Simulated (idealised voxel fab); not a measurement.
process module | voxel transistor to metal
cross-section cut | 280 nm wide | cells 5 nm
A cross-section is a grid of square cells, given in bands from the top down. A band is one or more rows of cells.
Each band's line starts with the height of the band's top and of its bottom, in nm. Then come its materials from left to right, each with its width in nm. One material with "throughout" fills the band from edge to edge. "air" is empty space.
Height 0 is the level under which the wafer as received is all one material. The lowest band goes on downwards, as in "0 down".
A width such as "30 to 40" changes by the same amount from each row of cells to the next, from the band's top row to its bottom row.
"no change" after a step means that no cell of the cross-section changed.
closed voids: empty space of 8 cells or more with no open way to the top, each as width x height at its distance from the left edge, in nm
after a step's settings: what the simulator itself notes on the step
overlay nm, on a step with a mask: how far to the right of its planned place the mask lay; to the left if negative
Each pair below shows a cross-section before one step and the cross-section after it, down to the lowest band that changed. The line under each pair gives the step between them, with its settings. The pairs can come from different runs of this module on the same starting wafer, so a pair continues from the pair above only where its "before" says so.
before
  120 to 105: resist 25 | air 15 | resist 115 | air 15 | resist 110
  105 to 90: lowk 25 | air 15 | resist 5 | lowk 110 | air 15 | resist 5 | lowk 105
  90 to 80: lowk 25 | air 15 | lowk 115 | air 15 | lowk 110
  80 to 75: SiCN 25 | air 15 | SiCN 115 | air 15 | SiCN 110
  75 to 70: SiCN 20 | Ru 30 | SiCN 50 | Ru 30 | SiCN 20 | Ru 30 | SiCN 50 | Ru 30 | SiCN 20
  70 to 55: SiO2 25 | TiN 5 | W 10 | TiN 5 | SiO2 60 | TiN 5 | W 10 | TiN 5 | SiO2 30 | TiN 5 | W 10 | TiN 5 | SiO2 60 | TiN 5 | W 10 | TiN 5 | SiO2 25
  55 to 50: SiO2 25 | TiN 20 | SiO2 60 | TiN 20 | SiO2 30 | TiN 20 | SiO2 60 | TiN 20 | SiO2 25
  50 to 45: TiN throughout
  45 to 35: SiO2 25 | TiN 5 | Ru 10 | TiN 5 | SiO2 60 | TiN 5 | Ru 10 | TiN 5 | SiO2 30 | TiN 5 | Ru 10 | TiN 5 | SiO2 60 | TiN 5 | Ru 10 | TiN 5 | SiO2 25
  35 to 25: SiO2 25 | TiN 5 | Ru 10 | TiN 5 | SiO2 15 | SiN 5 | SiCN 20 | SiN 5 | SiO2 15 | TiN 5 | Ru 10 | TiN 5 | SiO2 30 | TiN 5 | Ru 10 | TiN 5 | SiO2 15 | SiN 5 | SiCN 20 | SiN 5 | SiO2 15 | TiN 5 | Ru 10 | TiN 5 | SiO2 25
  25 to 5: SiO2 25 | TiN 5 | Ru 10 | TiN 5 | SiO2 15 | SiN 5 | polySi 20 | SiN 5 | SiO2 15 | TiN 5 | Ru 10 | TiN 5 | SiO2 30 | TiN 5 | Ru 10 | TiN 5 | SiO2 15 | SiN 5 | polySi 20 | SiN 5 | SiO2 15 | TiN 5 | Ru 10 | TiN 5 | SiO2 25
  5 to 0: SiO2 25 | TiN 5 | Ru 10 | TiN 5 | SiO2 5 | SiGe 10 | SiN 5 | polySi 20 | SiN 5 | SiGe 10 | SiO2 5 | TiN 5 | Ru 10 | TiN 5 | SiO2 30 | TiN 5 | Ru 10 | TiN 5 | SiO2 5 | SiGe 10 | SiN 5 | polySi 20 | SiN 5 | SiGe 10 | SiO2 5 | TiN 5 | Ru 10 | TiN 5 | SiO2 25
  0 to -5: SiO2 25 | TiN 20 | SiO2 5 | SiGe 10 | SiO2 30 | SiGe 10 | SiO2 5 | TiN 20 | SiO2 30 | TiN 20 | SiO2 5 | SiGe 10 | SiO2 30 | SiGe 10 | SiO2 5 | TiN 20 | SiO2 25
  -5 to -15: SiO2 20 | SiGe 40 | Si 30 | SiGe 40 | SiO2 20 | SiGe 40 | Si 30 | SiGe 40 | SiO2 20
  -15 to -20: SiO2 20 | Si 110 | SiO2 20 | Si 110 | SiO2 20
  -20 down: Si throughout
  closed voids: none
after
  105 to 90: lowk 25 | air 20 | lowk 110 | air 20 | lowk 105
  below 90: unchanged
  closed voids: none
the step between: op STRIP | etch materials resist
before: the cross-section after the pair above
after
  110 to 105: TiN 30 | air 10 | TiN 120 | air 10 | TiN 110
  105 to 95: lowk 25 | TiN 5 | air 10 | TiN 5 | lowk 110 | TiN 5 | air 10 | TiN 5 | lowk 105
  95 to 90: lowk 25 | TiN 5 | air 5 | TiN 10 | lowk 110 | TiN 5 | air 5 | TiN 10 | lowk 105
  90 to 80: lowk 25 | TiN 5 | air 5 | TiN 5 | lowk 115 | TiN 5 | air 5 | TiN 5 | lowk 110
  80 to 75: SiCN 25 | TiN 15 | SiCN 115 | TiN 15 | SiCN 110
  below 75: unchanged
  closed voids: none
the step between: op CONFORMAL_DEP | material TiN | thk nm 5
before: the cross-section after the pair above
after
  115 to 110: Cu throughout
  110 to 105: TiN 30 | Cu 10 | TiN 120 | Cu 10 | TiN 110
  105 to 95: lowk 25 | TiN 5 | Cu 10 | TiN 5 | lowk 110 | TiN 5 | Cu 10 | TiN 5 | lowk 105
  95 to 90: lowk 25 | TiN 5 | Cu 5 | TiN 10 | lowk 110 | TiN 5 | Cu 5 | TiN 10 | lowk 105
  90 to 80: lowk 25 | TiN 5 | Cu 5 | TiN 5 | lowk 115 | TiN 5 | Cu 5 | TiN 5 | lowk 110
  below 80: unchanged
  closed voids: none
the step between: op FILL_DEP | material Cu | thk nm 5
before: the cross-section after the pair above
after
  105 to 95: lowk 25 | TiN 5 | Cu 10 | TiN 5 | lowk 110 | TiN 5 | Cu 10 | TiN 5 | lowk 105
  below 95: unchanged
  closed voids: none
the step between: op CMP | height nm 105
before: the cross-section after the pair above
after
  110 to 105: SiCN throughout
  below 105: unchanged
  closed voids: none
the step between: op CONFORMAL_DEP | material SiCN | thk nm 5
before
  45 to 35: SiO2 throughout
  35 to 25: SiO2 60 | SiN 5 | SiCN 20 | SiN 5 | SiO2 100 | SiN 5 | SiCN 20 | SiN 5 | SiO2 60
  25 to 5: SiO2 60 | SiN 5 | polySi 20 | SiN 5 | SiO2 100 | SiN 5 | polySi 20 | SiN 5 | SiO2 60
  5 to 0: SiO2 50 | SiGe 10 | SiN 5 | polySi 20 | SiN 5 | SiGe 10 | SiO2 80 | SiGe 10 | SiN 5 | polySi 20 | SiN 5 | SiGe 10 | SiO2 50
  0 to -5: SiO2 50 | SiGe 10 | SiO2 30 | SiGe 10 | SiO2 80 | SiGe 10 | SiO2 30 | SiGe 10 | SiO2 50
  -5 to -15: SiO2 20 | SiGe 40 | Si 30 | SiGe 40 | SiO2 20 | SiGe 40 | Si 30 | SiGe 40 | SiO2 20
  -15 to -20: SiO2 20 | Si 110 | SiO2 20 | Si 110 | SiO2 20
  -20 down: Si throughout
  closed voids: none
after
  45 to 35: air 25 | SiO2 20 | air 60 | SiO2 20 | air 30 | SiO2 20 | air 60 | SiO2 20 | air 25
  35 to 25: air 25 | SiO2 20 | air 15 | SiN 5 | SiCN 20 | SiN 5 | air 15 | SiO2 20 | air 30 | SiO2 20 | air 15 | SiN 5 | SiCN 20 | SiN 5 | air 15 | SiO2 20 | air 25
  25 to 5: air 25 | SiO2 20 | air 15 | SiN 5 | polySi 20 | SiN 5 | air 15 | SiO2 20 | air 30 | SiO2 20 | air 15 | SiN 5 | polySi 20 | SiN 5 | air 15 | SiO2 20 | air 25
  5 to 0: air 25 | SiO2 20 | air 5 | SiGe 10 | SiN 5 | polySi 20 | SiN 5 | SiGe 10 | air 5 | SiO2 20 | air 30 | SiO2 20 | air 5 | SiGe 10 | SiN 5 | polySi 20 | SiN 5 | SiGe 10 | air 5 | SiO2 20 | air 25
  0 to -5: air 25 | SiO2 20 | air 5 | SiGe 10 | SiO2 30 | SiGe 10 | air 5 | SiO2 20 | air 30 | SiO2 20 | air 5 | SiGe 10 | SiO2 30 | SiGe 10 | air 5 | SiO2 20 | air 25
  below -5: unchanged
  closed voids: none
the step between: op MASKED_ETCH | tone cover | mask id CONTACT | width nm 20 | etch materials SiO2 | depth nm 50 | overlay nm 0
before: the cross-section after the pair above
after
  50 to 45: air 20 | TiN 30 | air 50 | TiN 30 | air 20 | TiN 30 | air 50 | TiN 30 | air 20
  45 to 40: air 20 | TiN 5 | SiO2 20 | TiN 5 | air 50 | TiN 5 | SiO2 20 | TiN 5 | air 20 | TiN 5 | SiO2 20 | TiN 5 | air 50 | TiN 5 | SiO2 20 | TiN 5 | air 20
  40 to 35: air 20 | TiN 5 | SiO2 20 | TiN 5 | air 5 | TiN 40 | air 5 | TiN 5 | SiO2 20 | TiN 5 | air 20 | TiN 5 | SiO2 20 | TiN 5 | air 5 | TiN 40 | air 5 | TiN 5 | SiO2 20 | TiN 5 | air 20
  35 to 25: air 20 | TiN 5 | SiO2 20 | TiN 5 | air 5 | TiN 5 | SiN 5 | SiCN 20 | SiN 5 | TiN 5 | air 5 | TiN 5 | SiO2 20 | TiN 5 | air 20 | TiN 5 | SiO2 20 | TiN 5 | air 5 | TiN 5 | SiN 5 | SiCN 20 | SiN 5 | TiN 5 | air 5 | TiN 5 | SiO2 20 | TiN 5 | air 20
  25 to 10: air 20 | TiN 5 | SiO2 20 | TiN 5 | air 5 | TiN 5 | SiN 5 | polySi 20 | SiN 5 | TiN 5 | air 5 | TiN 5 | SiO2 20 | TiN 5 | air 20 | TiN 5 | SiO2 20 | TiN 5 | air 5 | TiN 5 | SiN 5 | polySi 20 | SiN 5 | TiN 5 | air 5 | TiN 5 | SiO2 20 | TiN 5 | air 20
  10 to 5: air 20 | TiN 5 | SiO2 20 | TiN 15 | SiN 5 | polySi 20 | SiN 5 | TiN 15 | SiO2 20 | TiN 5 | air 20 | TiN 5 | SiO2 20 | TiN 15 | SiN 5 | polySi 20 | SiN 5 | TiN 15 | SiO2 20 | TiN 5 | air 20
  5 to 0: air 20 | TiN 5 | SiO2 20 | TiN 5 | SiGe 10 | SiN 5 | polySi 20 | SiN 5 | SiGe 10 | TiN 5 | SiO2 20 | TiN 5 | air 20 | TiN 5 | SiO2 20 | TiN 5 | SiGe 10 | SiN 5 | polySi 20 | SiN 5 | SiGe 10 | TiN 5 | SiO2 20 | TiN 5 | air 20
  0 to -5: TiN 25 | SiO2 20 | TiN 5 | SiGe 10 | SiO2 30 | SiGe 10 | TiN 5 | SiO2 20 | TiN 30 | SiO2 20 | TiN 5 | SiGe 10 | SiO2 30 | SiGe 10 | TiN 5 | SiO2 20 | TiN 25
  below -5: unchanged
  closed voids: none
the step between: op CONFORMAL_DEP | material TiN | thk nm 5
before: the cross-section after the pair above
after
  60 to 50: Ru throughout
  50 to 45: Ru 20 | TiN 30 | Ru 50 | TiN 30 | Ru 20 | TiN 30 | Ru 50 | TiN 30 | Ru 20
  45 to 40: Ru 20 | TiN 5 | SiO2 20 | TiN 5 | Ru 50 | TiN 5 | SiO2 20 | TiN 5 | Ru 20 | TiN 5 | SiO2 20 | TiN 5 | Ru 50 | TiN 5 | SiO2 20 | TiN 5 | Ru 20
  40 to 35: Ru 20 | TiN 5 | SiO2 20 | TiN 5 | Ru 5 | TiN 40 | Ru 5 | TiN 5 | SiO2 20 | TiN 5 | Ru 20 | TiN 5 | SiO2 20 | TiN 5 | Ru 5 | TiN 40 | Ru 5 | TiN 5 | SiO2 20 | TiN 5 | Ru 20
  35 to 25: Ru 20 | TiN 5 | SiO2 20 | TiN 5 | Ru 5 | TiN 5 | SiN 5 | SiCN 20 | SiN 5 | TiN 5 | Ru 5 | TiN 5 | SiO2 20 | TiN 5 | Ru 20 | TiN 5 | SiO2 20 | TiN 5 | Ru 5 | TiN 5 | SiN 5 | SiCN 20 | SiN 5 | TiN 5 | Ru 5 | TiN 5 | SiO2 20 | TiN 5 | Ru 20
  25 to 10: Ru 20 | TiN 5 | SiO2 20 | TiN 5 | Ru 5 | TiN 5 | SiN 5 | polySi 20 | SiN 5 | TiN 5 | Ru 5 | TiN 5 | SiO2 20 | TiN 5 | Ru 20 | TiN 5 | SiO2 20 | TiN 5 | Ru 5 | TiN 5 | SiN 5 | polySi 20 | SiN 5 | TiN 5 | Ru 5 | TiN 5 | SiO2 20 | TiN 5 | Ru 20
  10 to 5: Ru 20 | TiN 5 | SiO2 20 | TiN 15 | SiN 5 | polySi 20 | SiN 5 | TiN 15 | SiO2 20 | TiN 5 | Ru 20 | TiN 5 | SiO2 20 | TiN 15 | SiN 5 | polySi 20 | SiN 5 | TiN 15 | SiO2 20 | TiN 5 | Ru 20
  5 to 0: Ru 20 | TiN 5 | SiO2 20 | TiN 5 | SiGe 10 | SiN 5 | polySi 20 | SiN 5 | SiGe 10 | TiN 5 | SiO2 20 | TiN 5 | Ru 20 | TiN 5 | SiO2 20 | TiN 5 | SiGe 10 | SiN 5 | polySi 20 | SiN 5 | SiGe 10 | TiN 5 | SiO2 20 | TiN 5 | Ru 20
  below 0: unchanged
  closed voids: none
the step between: op FILL_DEP | material Ru | thk nm 10
before: the cross-section after the pair above
after
  45 to 40: Ru 20 | TiN 5 | SiO2 20 | TiN 5 | Ru 50 | TiN 5 | SiO2 20 | TiN 5 | Ru 20 | TiN 5 | SiO2 20 | TiN 5 | Ru 50 | TiN 5 | SiO2 20 | TiN 5 | Ru 20
  below 40: unchanged
  closed voids: none
the step between: op CMP | height nm 45
before: the cross-section after the pair above
after
  50 to 45: SiCN throughout
  below 45: unchanged
  closed voids: none
the step between: op CONFORMAL_DEP | material SiCN | thk nm 5
before: the cross-section after the pair above
after
  70 to 50: SiO2 throughout
  below 50: unchanged
  closed voids: none
the step between: op DIRECTIONAL_DEP | material SiO2 | thk nm 20
before: the cross-section after the pair above
after
  70 to 50: SiO2 25 | air 20 | SiO2 60 | air 20 | SiO2 30 | air 20 | SiO2 60 | air 20 | SiO2 25
  below 50: unchanged
  closed voids: none
the step between: op MASKED_ETCH | tone open | mask id METAL_1 | width nm 20 | etch materials SiO2 | depth nm 20 | overlay nm 0
before: the cross-section after the pair above
after
  70 to 50: SiO2 25 | air 20 | SiO2 60 | air 20 | SiO2 30 | air 20 | SiO2 60 | air 20 | SiO2 25
  50 to 45: SiCN 25 | air 20 | SiCN 60 | air 20 | SiCN 30 | air 20 | SiCN 60 | air 20 | SiCN 25
  below 45: unchanged
  closed voids: none
the step between: op MASKED_ETCH | tone open | mask id METAL_1 | width nm 20 | etch materials SiCN | depth nm 5 | overlay nm 0
before: the cross-section after the pair above
after
  75 to 70: TiN 30 | air 10 | TiN 70 | air 10 | TiN 40 | air 10 | TiN 70 | air 10 | TiN 30
  70 to 50: SiO2 25 | TiN 5 | air 10 | TiN 5 | SiO2 60 | TiN 5 | air 10 | TiN 5 | SiO2 30 | TiN 5 | air 10 | TiN 5 | SiO2 60 | TiN 5 | air 10 | TiN 5 | SiO2 25
  50 to 45: SiCN 25 | TiN 20 | SiCN 60 | TiN 20 | SiCN 30 | TiN 20 | SiCN 60 | TiN 20 | SiCN 25
  below 45: unchanged
  closed voids: none
the step between: op CONFORMAL_DEP | material TiN | thk nm 5
before: the cross-section after the pair above
after
  80 to 75: W throughout
  75 to 70: TiN 30 | W 10 | TiN 70 | W 10 | TiN 40 | W 10 | TiN 70 | W 10 | TiN 30
  70 to 50: SiO2 25 | TiN 5 | W 10 | TiN 5 | SiO2 60 | TiN 5 | W 10 | TiN 5 | SiO2 30 | TiN 5 | W 10 | TiN 5 | SiO2 60 | TiN 5 | W 10 | TiN 5 | SiO2 25
  below 50: unchanged
  closed voids: none
the step between: op FILL_DEP | material W | thk nm 5
before: the cross-section after the pair above
after
  70 to 50: SiO2 25 | TiN 5 | W 10 | TiN 5 | SiO2 60 | TiN 5 | W 10 | TiN 5 | SiO2 30 | TiN 5 | W 10 | TiN 5 | SiO2 60 | TiN 5 | W 10 | TiN 5 | SiO2 25
  below 50: unchanged
  closed voids: none
the step between: op CMP | height nm 70
before: the cross-section after the pair above
after
  75 to 70: air 20 | Ru 30 | air 50 | Ru 30 | air 20 | Ru 30 | air 50 | Ru 30 | air 20
  below 70: unchanged
  closed voids: none
the step between: op EPI | material Ru | thk nm 5
before: the cross-section after the pair above
after
  80 to 75: SiCN throughout
  75 to 70: SiCN 20 | Ru 30 | SiCN 50 | Ru 30 | SiCN 20 | Ru 30 | SiCN 50 | Ru 30 | SiCN 20
  below 70: unchanged
  closed voids: none
the step between: op FILL_DEP | material SiCN | thk nm 5
before: the cross-section after the pair above
after
  105 to 80: lowk throughout
  below 80: unchanged
  closed voids: none
the step between: op DIRECTIONAL_DEP | material lowk | thk nm 25
before: the cross-section after the pair above
after
  120 to 105: resist 25 | air 20 | resist 110 | air 20 | resist 105
  below 105: unchanged
  closed voids: none
the step between: op PATTERN | tone open | mask id METAL_2 | material resist | width nm 20 | pitch nm 130 | thk nm 15 | overlay nm 0
before: the cross-section after the pair above
after
  120 to 105: resist 25 | air 20 | resist 110 | air 20 | resist 105
  105 to 90: lowk 25 | air 20 | lowk 110 | air 20 | lowk 105
  below 90: unchanged
  closed voids: none
the step between: op DIRECTIONAL_ETCH | etch materials lowk | depth nm 15
before: the cross-section after the pair above
after
  105 to 90: lowk 25 | air 20 | lowk 110 | air 20 | lowk 105
  below 90: unchanged
  closed voids: none
the step between: op STRIP | etch materials resist
before: the cross-section after the pair above
after
  120 to 105: resist 25 | air 15 | resist 115 | air 15 | resist 110
  105 to 90: lowk 25 | air 15 | resist 5 | lowk 110 | air 15 | resist 5 | lowk 105
  below 90: unchanged
  closed voids: none
the step between: op PATTERN | tone open | mask id METAL_2_HOLES | material resist | width nm 15 | pitch nm 130 | thk nm 15 | overlay nm 0
before: the cross-section after the pair above
after
  120 to 105: resist 25 | air 15 | resist 115 | air 15 | resist 110
  105 to 90: lowk 25 | air 15 | resist 5 | lowk 110 | air 15 | resist 5 | lowk 105
  90 to 80: lowk 25 | air 15 | lowk 115 | air 15 | lowk 110
  below 80: unchanged
  closed voids: none
the step between: op DIRECTIONAL_ETCH | etch materials lowk | depth nm 10
before: the cross-section after the pair above
after
  120 to 105: resist 25 | air 15 | resist 115 | air 15 | resist 110
  105 to 90: lowk 25 | air 15 | resist 5 | lowk 110 | air 15 | resist 5 | lowk 105
  90 to 80: lowk 25 | air 15 | lowk 115 | air 15 | lowk 110
  80 to 75: SiCN 25 | air 15 | SiCN 115 | air 15 | SiCN 110
  below 75: unchanged
  closed voids: none
the step between: op DIRECTIONAL_ETCH | etch materials SiCN | depth nm 5
before: the cross-section after the pair above
after
  105 to 90: lowk 25 | air 20 | lowk 110 | air 20 | lowk 105
  below 90: unchanged
  closed voids: none
the step between: op STRIP | etch materials resist
before: the cross-section after the pair above
after
  110 to 105: TiN 30 | air 10 | TiN 120 | air 10 | TiN 110
  105 to 95: lowk 25 | TiN 5 | air 10 | TiN 5 | lowk 110 | TiN 5 | air 10 | TiN 5 | lowk 105
  95 to 90: lowk 25 | TiN 5 | air 5 | TiN 10 | lowk 110 | TiN 5 | air 5 | TiN 10 | lowk 105
  90 to 80: lowk 25 | TiN 5 | air 5 | TiN 5 | lowk 115 | TiN 5 | air 5 | TiN 5 | lowk 110
  80 to 75: SiCN 25 | TiN 15 | SiCN 115 | TiN 15 | SiCN 110
  below 75: unchanged
  closed voids: none
the step between: op CONFORMAL_DEP | material TiN | thk nm 5
before: the cross-section after the pair above
after
  115 to 110: Cu throughout
  110 to 105: TiN 30 | Cu 10 | TiN 120 | Cu 10 | TiN 110
  105 to 95: lowk 25 | TiN 5 | Cu 10 | TiN 5 | lowk 110 | TiN 5 | Cu 10 | TiN 5 | lowk 105
  95 to 90: lowk 25 | TiN 5 | Cu 5 | TiN 10 | lowk 110 | TiN 5 | Cu 5 | TiN 10 | lowk 105
  90 to 80: lowk 25 | TiN 5 | Cu 5 | TiN 5 | lowk 115 | TiN 5 | Cu 5 | TiN 5 | lowk 110
  below 80: unchanged
  closed voids: none
the step between: op FILL_DEP | material Cu | thk nm 5
before: the cross-section after the pair above
after
  105 to 95: lowk 25 | TiN 5 | Cu 10 | TiN 5 | lowk 110 | TiN 5 | Cu 10 | TiN 5 | lowk 105
  below 95: unchanged
  closed voids: none
the step between: op CMP | height nm 105
before: the cross-section after the pair above
after
  110 to 105: SiCN throughout
  below 105: unchanged
  closed voids: none
the step between: op CONFORMAL_DEP | material SiCN | thk nm 5
